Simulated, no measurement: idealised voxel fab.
process module | voxel transistor to metal
cross-section cut | 300 nm wide | cells 5 nm
A cross-section is a grid of square cells, given in bands from the top down. A band is one or more rows of cells.
Each band's line starts with the height of the band's top and of its bottom, in nm. Then come its materials from left to right, each with its width in nm. One material with "throughout" fills the band from edge to edge. "air" is empty space.
Height 0 is the level under which the wafer as received is all one material. The lowest band goes on downwards, as in "0 down".
A width such as "30 to 40" changes by the same amount from each row of cells to the next, from the band's top row to its bottom row.
"no change" after a step means that no cell of the cross-section changed.
closed voids: empty space of 8 cells or more with no open way to the top, each as width x height at its distance from the left edge, in nm
after a step's settings: what the simulator itself notes on the step
overlay nm, on a step with a mask: how far to the right of its planned place the mask lay; to the left if negative
plan
1 op RECEIVE | material Si
2 op CONFORMAL_DEP | material SiO2 | thk nm 5
3 op CONFORMAL_DEP | material SiN | thk nm 10
4 op DIRECTIONAL_DEP | material aC | thk nm 15
5 op PATTERN | tone cover | mask id ACTIVE | material resist | width nm 105 | pitch nm 135 | thk nm 30 | overlay nm 0
6 op DIRECTIONAL_ETCH | etch materials aC | depth nm 15
7 op STRIP | etch materials resist
8 op DIRECTIONAL_ETCH | etch materials SiN | depth nm 10
9 op DIRECTIONAL_ETCH | etch materials SiO2 | depth nm 5
10 op DIRECTIONAL_ETCH | etch materials Si | depth nm 35
11 op STRIP | etch materials aC
12 op FILL_DEP | material SiO2 | thk nm 15
13 op CMP | height nm 15
14 op SELECTIVE_ETCH | etch materials SiO2 | depth nm 5
15 op STRIP | etch materials SiN
16 op SELECTIVE_ETCH | etch materials SiO2 | depth nm 5
17 op OXIDIZE | depth nm 5
18 op DIRECTIONAL_DEP | material polySi | thk nm 20
19 op DIRECTIONAL_DEP | material SiCN | thk nm 15
20 op DIRECTIONAL_DEP | material aC | thk nm 15
21 op PATTERN | tone cover | mask id GATE | material resist | width nm 25 | pitch nm 135 | thk nm 30 | overlay nm 0
22 op DIRECTIONAL_ETCH | etch materials aC | depth nm 15
23 op STRIP | etch materials resist
24 op DIRECTIONAL_ETCH | etch materials SiCN | depth nm 25
25 op DIRECTIONAL_ETCH | etch materials polySi | depth nm 30
26 op STRIP | etch materials aC
27 op CONFORMAL_DEP | material SiO2 | thk nm 5
28 op DIRECTIONAL_ETCH | etch materials SiO2 | depth nm 5
29 op CONFORMAL_DEP | material SiN | thk nm 5
30 op DIRECTIONAL_ETCH | etch materials SiN | depth nm 5
31 op DIRECTIONAL_ETCH | etch materials SiO2 | depth nm 5
32 op DIRECTIONAL_ETCH | etch materials Si | depth nm 15
33 op EPI | material nSi | thk nm 15
34 op FILL_DEP | material SiO2 | thk nm 10
35 op CMP | height nm 35
36 op DIRECTIONAL_DEP | material SiO2 | thk nm 15
37 op PATTERN | tone open | mask id CONTACT | material resist | width nm 20 | thk nm 15 | overlay nm 0
38 op DIRECTIONAL_ETCH | etch materials SiO2 | depth nm 40
39 op STRIP | etch materials resist
40 op CONFORMAL_DEP | material TiN | thk nm 5
41 op FILL_DEP | material W | thk nm 5
42 op CMP | height nm 50
43 op CONFORMAL_DEP | material SiCN | thk nm 5
44 op DIRECTIONAL_DEP | material SiO2 | thk nm 25
45 op PATTERN | tone open | mask id METAL_1 | material resist | width nm 20 | thk nm 15 | overlay nm 0
46 op DIRECTIONAL_ETCH | etch materials SiO2 | depth nm 25
47 op DIRECTIONAL_ETCH | etch materials SiCN | depth nm 5
48 op STRIP | etch materials resist
49 op CONFORMAL_DEP | material TiN | thk nm 5
50 op FILL_DEP | material W | thk nm 10
51 op CMP | height nm 80
52 op CONFORMAL_DEP | material SiCN | thk nm 5
as received, after step 1
  0 down: Si throughout
  closed voids: none
a wafer at the end: this start, this plan, one mistake
  85 to 80: SiCN throughout
  80 to 55: SiO2 35 | TiN 5 | W 10 | TiN 5 | SiO2 55 | TiN 5 | W 10 | TiN 5 | SiO2 40 | TiN 5 | W 10 | TiN 5 | SiO2 55 | TiN 5 | W 10 | TiN 5 | SiO2 35
  55 to 50: SiCN 35 | TiN 20 | SiCN 55 | TiN 20 | SiCN 40 | TiN 20 | SiCN 55 | TiN 20 | SiCN 35
  50 to 35: SiO2 35 | TiN 5 | W 10 | TiN 5 | SiO2 55 | TiN 5 | W 10 | TiN 5 | SiO2 40 | TiN 5 | W 10 | TiN 5 | SiO2 55 | TiN 5 | W 10 | TiN 5 | SiO2 35
  35 to 30: SiO2 35 | TiN 5 | W 10 | TiN 5 | SiO2 5 | SiN 5 | SiO2 5 | SiCN 25 | SiO2 5 | SiN 5 | SiO2 5 | TiN 5 | W 10 | TiN 5 | SiO2 40 | TiN 5 | W 10 | TiN 5 | SiO2 5 | SiN 5 | SiO2 5 | SiCN 25 | SiO2 5 | SiN 5 | SiO2 5 | TiN 5 | W 10 | TiN 5 | SiO2 35
  30 to 25: SiO2 35 | TiN 20 | SiO2 5 | SiN 5 | SiO2 5 | SiCN 25 | SiO2 5 | SiN 5 | SiO2 5 | TiN 20 | SiO2 40 | TiN 20 | SiO2 5 | SiN 5 | SiO2 5 | SiCN 25 | SiO2 5 | SiN 5 | SiO2 5 | TiN 20 | SiO2 35
  25 to 20: SiO2 60 | SiN 5 | SiO2 5 | SiCN 25 | SiO2 5 | SiN 5 | SiO2 90 | SiN 5 | SiO2 5 | SiCN 25 | SiO2 5 | SiN 5 | SiO2 60
  20 to 10: SiO2 60 | SiN 5 | SiO2 5 | polySi 25 | SiO2 5 | SiN 5 | SiO2 90 | SiN 5 | SiO2 5 | polySi 25 | SiO2 5 | SiN 5 | SiO2 60
  10 to 5: SiO2 30 | nSi 30 | SiN 5 | SiO2 5 | polySi 25 | SiO2 5 | SiN 5 | nSi 30 | SiO2 30 | nSi 30 | SiN 5 | SiO2 5 | polySi 25 | SiO2 5 | SiN 5 | nSi 30 | SiO2 30
  5 to 0: SiO2 30 | SiN 5 | nSi 25 | SiN 5 | SiO2 5 | polySi 25 | SiO2 5 | SiN 5 | nSi 25 | SiN 5 | SiO2 30 | SiN 5 | nSi 25 | SiN 5 | SiO2 5 | polySi 25 | SiO2 5 | SiN 5 | nSi 25 | SiN 5 | SiO2 30
  0 to -5: SiO2 35 | nSi 25 | SiO2 45 | nSi 25 | SiO2 40 | nSi 25 | SiO2 45 | nSi 25 | SiO2 35
  -5 to -20: SiO2 30 | Si 5 | nSi 25 | Si 45 | nSi 25 | Si 5 | SiO2 30 | Si 5 | nSi 25 | Si 45 | nSi 25 | Si 5 | SiO2 30
  -20 to -35: SiO2 30 | Si 105 | SiO2 30 | Si 105 | SiO2 30
  -35 down: Si throughout
  closed voids: none
what went wrong: step 36 was run twice
